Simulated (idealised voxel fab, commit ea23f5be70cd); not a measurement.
Process module, titled voxel self aligned vias
Square cell edge 5 nm, section width 175 nm, ID cut.
Notation: cross-section as square-cell grid; stated in bands, top first, going down; one or more cell rows per band.
It is stipulated that each band's entry specify, in nanometres, the height of the top of the band and then that of its bottom, followed by the materials of the band in left-to-right sequence, each together with its width in nanometres. A single material marked by the word "full width" is understood to fill the band from edge to edge; the word "air" is understood to denote empty space.
Heads up on the height convention: 0 is the point under which the incoming wafer is all one material, and the lowest band has no bottom, it just keeps going down, like "from 0 down".
The notation "30..40" denotes a width that varies across the rows of cells in the band, beginning at the first number in the top row, finishing at the second number in the bottom row, and changing by an identical amount from each row to the next.
"no change occurred", as given for a step, is the statement that not any cell of the cross-section underwent a change during that step.
Look at "Voids, fully enclosed" for the closed voids: empty spaces with no open path to the top, sized 8 cells or up. Each is width x height at distance, distance from the left edge, all nm.
Heads up: the bit after the settings on a step's line is the simulator's remark on that step.
Among the settings permitted on a step's line is "overlay nm"; applied to a step with a mask, it specifies the extent to which the mask lay to the right of its planned position, whereas a negative figure signifies a position to the left.
Steps in the process plan
1) RECEIVE | material Si
2) CONFORMAL_DEP | material SiO2 | thk nm 15
3) CONFORMAL_DEP | material SiCN | thk nm 5
4) DIRECTIONAL_DEP | material lowk | thk nm 30
5) DIRECTIONAL_DEP | material aC | thk nm 15
6) PATTERN | tone open | mask id LINES | material resist | width nm 25 | pitch nm 65 | thk nm 35 | overlay nm 0
7) DIRECTIONAL_ETCH | etch materials aC | depth nm 15
8) STRIP | etch materials resist
9) DIRECTIONAL_ETCH | etch materials lowk | depth nm 30
10) STRIP | etch materials aC
11) CONFORMAL_DEP | material TiN | thk nm 5
12) FILL_DEP | material W | thk nm 5
13) CMP | height nm 50
14) SELECTIVE_ETCH | etch materials W Ru TiN | depth nm 10
15) FILL_DEP | material SiN | thk nm 10
16) CMP | height nm 50
17) DIRECTIONAL_DEP | material lowk | thk nm 20
18) DIRECTIONAL_DEP | material aC | thk nm 10
19) PATTERN | tone open | mask id VIAS | material resist | width nm 35 | thk nm 30 | overlay nm 0
20) DIRECTIONAL_ETCH | etch materials aC | depth nm 10
21) STRIP | etch materials resist
22) DIRECTIONAL_ETCH | etch materials lowk | depth nm 20
23) DIRECTIONAL_ETCH | etch materials SiN | depth nm 10
24) STRIP | etch materials aC
25) CONFORMAL_DEP | material TiN | thk nm 5
26) FILL_DEP | material W | thk nm 10
27) CMP | height nm 70
28) CONFORMAL_DEP | material SiN | thk nm 5
First wafer, two in total, run as planned
Cross-sectional view of the wafer in its as-received condition, corresponding to the state after step 1
    from 0 down | Si full width
    Voids, fully enclosed: none
So this is the wafer cross-section right after step 2
    from 15 to 0 | SiO2 full width
    Below 0 it's all the same as before, nothing changed down there.
So this is the wafer cross-section right after step 3
    from 20 to 15 | SiCN full width
    Below 15 it's all the same as before, nothing changed down there.
So this is the wafer cross-section right after step 4
    from 50 to 20 | lowk full width
    Below 20 it's all the same as before, nothing changed down there.
So this is the wafer cross-section right after step 5
    from 65 to 50 | aC full width
    Below 50 it's all the same as before, nothing changed down there.
So this is the wafer cross-section right after step 6
    from 100 to 65 | 40 of resist, 25 of air, 40 of resist, 25 of air, 45 of resist
    Below 65 it's all the same as before, nothing changed down there.
So this is the wafer cross-section right after step 7
    from 85 to 65 | 40 of resist, 25 of air, 40 of resist, 25 of air, 45 of resist
    from 65 to 50 | 40 of aC, 25 of air, 40 of aC, 25 of air, 45 of aC
    Below 50 it's all the same as before, nothing changed down there.
So this is the wafer cross-section right after step 8
    from 65 to 50 | 40 of aC, 25 of air, 40 of aC, 25 of air, 45 of aC
    Below 50 it's all the same as before, nothing changed down there.
So this is the wafer cross-section right after step 9
    from 65 to 50 | 40 of aC, 25 of air, 40 of aC, 25 of air, 45 of aC
    from 50 to 20 | 40 of lowk, 25 of air, 40 of lowk, 25 of air, 45 of lowk
    Below 20 it's all the same as before, nothing changed down there.
So this is the wafer cross-section right after step 10
    from 50 to 20 | 40 of lowk, 25 of air, 40 of lowk, 25 of air, 45 of lowk
    Below 20 it's all the same as before, nothing changed down there.
So this is the wafer cross-section right after step 11
    from 55 to 50 | 45 of TiN, 15 of air, 50 of TiN, 15 of air, 50 of TiN
    from 50 to 25 | 40 of lowk, 5 of TiN, 15 of air, 5 of TiN, 40 of lowk, 5 of TiN, 15 of air, 5 of TiN, 45 of lowk
    from 25 to 20 | 40 of lowk, 25 of TiN, 40 of lowk, 25 of TiN, 45 of lowk
    Below 20 it's all the same as before, nothing changed down there.
So this is the wafer cross-section right after step 12
    from 60 to 55 | W full width
    from 55 to 50 | 45 of TiN, 15 of W, 50 of TiN, 15 of W, 50 of TiN
    from 50 to 25 | 40 of lowk, 5 of TiN, 15 of W, 5 of TiN, 40 of lowk, 5 of TiN, 15 of W, 5 of TiN, 45 of lowk
    Below 25 it's all the same as before, nothing changed down there.
So this is the wafer cross-section right after step 13
    from 50 to 25 | 40 of lowk, 5 of TiN, 15 of W, 5 of TiN, 40 of lowk, 5 of TiN, 15 of W, 5 of TiN, 45 of lowk
    Below 25 it's all the same as before, nothing changed down there.
So this is the wafer cross-section right after step 14
    from 50 to 40 | 40 of lowk, 25 of air, 40 of lowk, 25 of air, 45 of lowk
    Below 40 it's all the same as before, nothing changed down there.
So this is the wafer cross-section right after step 15
    from 60 to 50 | SiN full width
    from 50 to 40 | 40 of lowk, 25 of SiN, 40 of lowk, 25 of SiN, 45 of lowk
    Below 40 it's all the same as before, nothing changed down there.
So this is the wafer cross-section right after step 16
    from 50 to 40 | 40 of lowk, 25 of SiN, 40 of lowk, 25 of SiN, 45 of lowk
    Below 40 it's all the same as before, nothing changed down there.
So this is the wafer cross-section right after step 17
    from 70 to 50 | lowk full width
    Below 50 it's all the same as before, nothing changed down there.
So this is the wafer cross-section right after step 18
    from 80 to 70 | aC full width
    Below 70 it's all the same as before, nothing changed down there.
So this is the wafer cross-section right after step 19
    from 110 to 80 | 35 of resist, 35 of air, 105 of resist
    Below 80 it's all the same as before, nothing changed down there.
So this is the wafer cross-section right after step 20
    from 100 to 80 | 35 of resist, 35 of air, 105 of resist
    from 80 to 70 | 35 of aC, 35 of air, 105 of aC
    Below 70 it's all the same as before, nothing changed down there.
So this is the wafer cross-section right after step 21
    from 80 to 70 | 35 of aC, 35 of air, 105 of aC
    Below 70 it's all the same as before, nothing changed down there.
So this is the wafer cross-section right after step 22
    from 80 to 70 | 35 of aC, 35 of air, 105 of aC
    from 70 to 50 | 35 of lowk, 35 of air, 105 of lowk
    Below 50 it's all the same as before, nothing changed down there.
So this is the wafer cross-section right after step 23
    from 80 to 70 | 35 of aC, 35 of air, 105 of aC
    from 70 to 50 | 35 of lowk, 35 of air, 105 of lowk
    from 50 to 40 | 40 of lowk, 25 of air, 40 of lowk, 25 of SiN, 45 of lowk
    Below 40 it's all the same as before, nothing changed down there.
So this is the wafer cross-section right after step 24
    from 70 to 50 | 35 of lowk, 35 of air, 105 of lowk
    Below 50 it's all the same as before, nothing changed down there.
So this is the wafer cross-section right after step 25
    from 75 to 70 | 40 of TiN, 25 of air, 110 of TiN
    from 70 to 55 | 35 of lowk, 5 of TiN, 25 of air, 5 of TiN, 105 of lowk
    from 55 to 50 | 35 of lowk, 10 of TiN, 15 of air, 10 of TiN, 105 of lowk
    from 50 to 45 | 40 of lowk, 5 of TiN, 15 of air, 5 of TiN, 40 of lowk, 25 of SiN, 45 of lowk
    from 45 to 40 | 40 of lowk, 25 of TiN, 40 of lowk, 25 of SiN, 45 of lowk
    Below 40 it's all the same as before, nothing changed down there.
So this is the wafer cross-section right after step 26
    from 85 to 75 | W full width
    from 75 to 70 | 40 of TiN, 25 of W, 110 of TiN
    from 70 to 55 | 35 of lowk, 5 of TiN, 25 of W, 5 of TiN, 105 of lowk
    from 55 to 50 | 35 of lowk, 10 of TiN, 15 of W, 10 of TiN, 105 of lowk
    from 50 to 45 | 40 of lowk, 5 of TiN, 15 of W, 5 of TiN, 40 of lowk, 25 of SiN, 45 of lowk
    Below 45 it's all the same as before, nothing changed down there.
So this is the wafer cross-section right after step 27
    from 70 to 55 | 35 of lowk, 5 of TiN, 25 of W, 5 of TiN, 105 of lowk
    Below 55 it's all the same as before, nothing changed down there.
So this is the wafer cross-section right after step 28
    from 75 to 70 | SiN full width
    Below 70 it's all the same as before, nothing changed down there.
Wafer two. Identical start, identical plan. One mistake in execution. Identical history through step 3
Planned end of step 4: second wafer, cross-section
    from 50 to 15 | SiCN full width
    Below 15 it's all the same as before, nothing changed down there.
Planned end of step 5: second wafer, cross-section
    from 65 to 50 | aC full width
    Below 50 it's all the same as before, nothing changed down there.
Planned end of step 6: second wafer, cross-section
    from 100 to 65 | 40 of resist, 25 of air, 40 of resist, 25 of air, 45 of resist
    Below 65 it's all the same as before, nothing changed down there.
Planned end of step 7: second wafer, cross-section
    from 85 to 65 | 40 of resist, 25 of air, 40 of resist, 25 of air, 45 of resist
    from 65 to 50 | 40 of aC, 25 of air, 40 of aC, 25 of air, 45 of aC
    Below 50 it's all the same as before, nothing changed down there.
Planned end of step 8: second wafer, cross-section
    from 65 to 50 | 40 of aC, 25 of air, 40 of aC, 25 of air, 45 of aC
    Below 50 it's all the same as before, nothing changed down there.
Planned end of step 9: second wafer, cross-section: no change occurred
Planned end of step 10: second wafer, cross-section
    from 50 to 15 | SiCN full width
    Below 15 it's all the same as before, nothing changed down there.
Planned end of step 11: second wafer, cross-section
    from 55 to 50 | TiN full width
    Below 50 it's all the same as before, nothing changed down there.
Planned end of step 12: second wafer, cross-section
    from 60 to 55 | W full width
    Below 55 it's all the same as before, nothing changed down there.
Planned end of step 13: second wafer, cross-section
    from 50 to 15 | SiCN full width
    Below 15 it's all the same as before, nothing changed down there.
Planned end of step 14: second wafer, cross-section: no change occurred
Planned end of step 15: second wafer, cross-section
    from 60 to 50 | SiN full width
    Below 50 it's all the same as before, nothing changed down there.
Planned end of step 16: second wafer, cross-section
    from 50 to 15 | SiCN full width
    Below 15 it's all the same as before, nothing changed down there.
Planned end of step 17: second wafer, cross-section
    from 70 to 50 | lowk full width
    Below 50 it's all the same as before, nothing changed down there.
Planned end of step 18: second wafer, cross-section
    from 80 to 70 | aC full width
    Below 70 it's all the same as before, nothing changed down there.
Planned end of step 19: second wafer, cross-section
    from 110 to 80 | 35 of resist, 35 of air, 105 of resist
    Below 80 it's all the same as before, nothing changed down there.
Planned end of step 20: second wafer, cross-section
    from 100 to 80 | 35 of resist, 35 of air, 105 of resist
    from 80 to 70 | 35 of aC, 35 of air, 105 of aC
    Below 70 it's all the same as before, nothing changed down there.
Planned end of step 21: second wafer, cross-section
    from 80 to 70 | 35 of aC, 35 of air, 105 of aC
    Below 70 it's all the same as before, nothing changed down there.
Planned end of step 22: second wafer, cross-section
    from 80 to 70 | 35 of aC, 35 of air, 105 of aC
    from 70 to 50 | 35 of lowk, 35 of air, 105 of lowk
    Below 50 it's all the same as before, nothing changed down there.
Planned end of step 23: second wafer, cross-section: no change occurred
Planned end of step 24: second wafer, cross-section
    from 70 to 50 | 35 of lowk, 35 of air, 105 of lowk
    Below 50 it's all the same as before, nothing changed down there.
Planned end of step 25: second wafer, cross-section
    from 75 to 70 | 40 of TiN, 25 of air, 110 of TiN
    from 70 to 55 | 35 of lowk, 5 of TiN, 25 of air, 5 of TiN, 105 of lowk
    from 55 to 50 | 35 of lowk, 35 of TiN, 105 of lowk
    Below 50 it's all the same as before, nothing changed down there.
Planned end of step 26: second wafer, cross-section
    from 85 to 75 | W full width
    from 75 to 70 | 40 of TiN, 25 of W, 110 of TiN
    from 70 to 55 | 35 of lowk, 5 of TiN, 25 of W, 5 of TiN, 105 of lowk
    Below 55 it's all the same as before, nothing changed down there.
Planned end of step 27: second wafer, cross-section
    from 70 to 55 | 35 of lowk, 5 of TiN, 25 of W, 5 of TiN, 105 of lowk
    Below 55 it's all the same as before, nothing changed down there.
Planned end of step 28: second wafer, cross-section
    from 75 to 70 | SiN full width
    Below 70 it's all the same as before, nothing changed down there.
Deviation noted in wafer processing: step 4 changed vs plan, executed as DIRECTIONAL_DEP | material SiCN | thk nm 30
Wafer comparison, final, in cells, second relative to first, materials more or fewer: +210 SiCN, -10 SiN, -26 TiN, -24 W, -150 lowk
